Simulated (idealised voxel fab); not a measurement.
The document below concerns the process module designated voxel released beams.
Section shown: cut. Width: 260 nm. Cell size: 5 nm, square.
Square cells in a grid make up a cross-section in this document, and the grid is given as bands, listed from the top down, each one or more rows of cells.
Look at the band entry: it leads with the top's height and the bottom's height in nm. Then it lists the materials left to right, with a width in nm for each. The word "full width" on a single material says that material fills the band edge to edge. The word "empty" is empty space.
A quick word on heights: they are counted from 0, and under that level the wafer as it came to us is one material throughout. The lowest band is different from the rest in having no bottom; it simply continues downward, written as in "z 0 and below".
Top row gets the first number, bottom row gets the second, and each row in between changes by the same step: that is how a band width like "30->40" works.
"identical to before" (step): cross-section cells unchanged, all of them.
You'll see "Enclosed void entries" listing empty spaces that have no way open to the top, as long as they're 8 cells or more; the notation is width x height at distance, where the distance is from the left edge, and all of it is in nm.
The remark found on a step's line after its settings is issued by the simulator itself and pertains to that step.
overlay nm: how far to the right of its planned place the mask lay on this masked step (negative: to the left).

Planned process steps:
- 1: RECEIVE [material Si]
- 2: CONFORMAL_DEP [material SiN] [thk nm 10]
- 3: DIRECTIONAL_DEP [material SiO2] [thk nm 20]
- 4: PATTERN [tone open] [mask id ANCHOR] [material resist] [width nm 45] [thk nm 15] [overlay nm 0]
- 5: DIRECTIONAL_ETCH [etch materials SiO2] [depth nm 20]
- 6: STRIP [etch materials resist]
- 7: CONFORMAL_DEP [material polySi] [thk nm 15]
- 8: DIRECTIONAL_DEP [material aC] [thk nm 10]
- 9: PATTERN [tone cover] [mask id BEAM] [material resist] [width nm 95] [thk nm 25] [overlay nm 0]
- 10: DIRECTIONAL_ETCH [etch materials aC] [depth nm 10]
- 11: STRIP [etch materials resist]
- 12: DIRECTIONAL_ETCH [etch materials polySi] [depth nm 15]
- 13: STRIP [etch materials aC]
- 14: STRIP [etch materials SiO2]

Wafer at receipt (post step 1), cross-section:
> z 0 and below = Si full width
> Enclosed void entries: none

First of two wafers: cross-section at end of module, run per plan:
> z 45 to 30 = 80 of empty | 20 of polySi | 15 of empty | 60 of polySi | 85 of empty
> z 30 to 25 = 85 of empty | 15 of polySi | 15 of empty | 15 of polySi | 130 of empty
> z 25 to 10 = 85 of empty | 45 of polySi | 130 of empty
> z 10 to 0 = SiN full width
> z 0 and below = Si full width
> Enclosed void entries: none

Wafer two cross-section, module end. Start and plan unchanged from wafer one; one mistake made during the run:
> z 45 to 30 = 80 of empty | 20 of polySi | 15 of empty | 60 of polySi | 85 of empty
> z 30 to 25 = 85 of empty | 15 of polySi | 15 of empty | 15 of polySi | 130 of empty
> z 25 to 10 = 85 of empty | 45 of polySi | 130 of empty
> z 10 to 0 = polySi full width
> z 0 and below = Si full width
> Enclosed void entries: none
Which mistake was made when the wafer was run? step 2 ran differently from the plan; actual operation with settings: CONFORMAL_DEP [material polySi] [thk nm 10]
Cell-count delta at end, second wafer over first, by material: SiN -104 | polySi +104
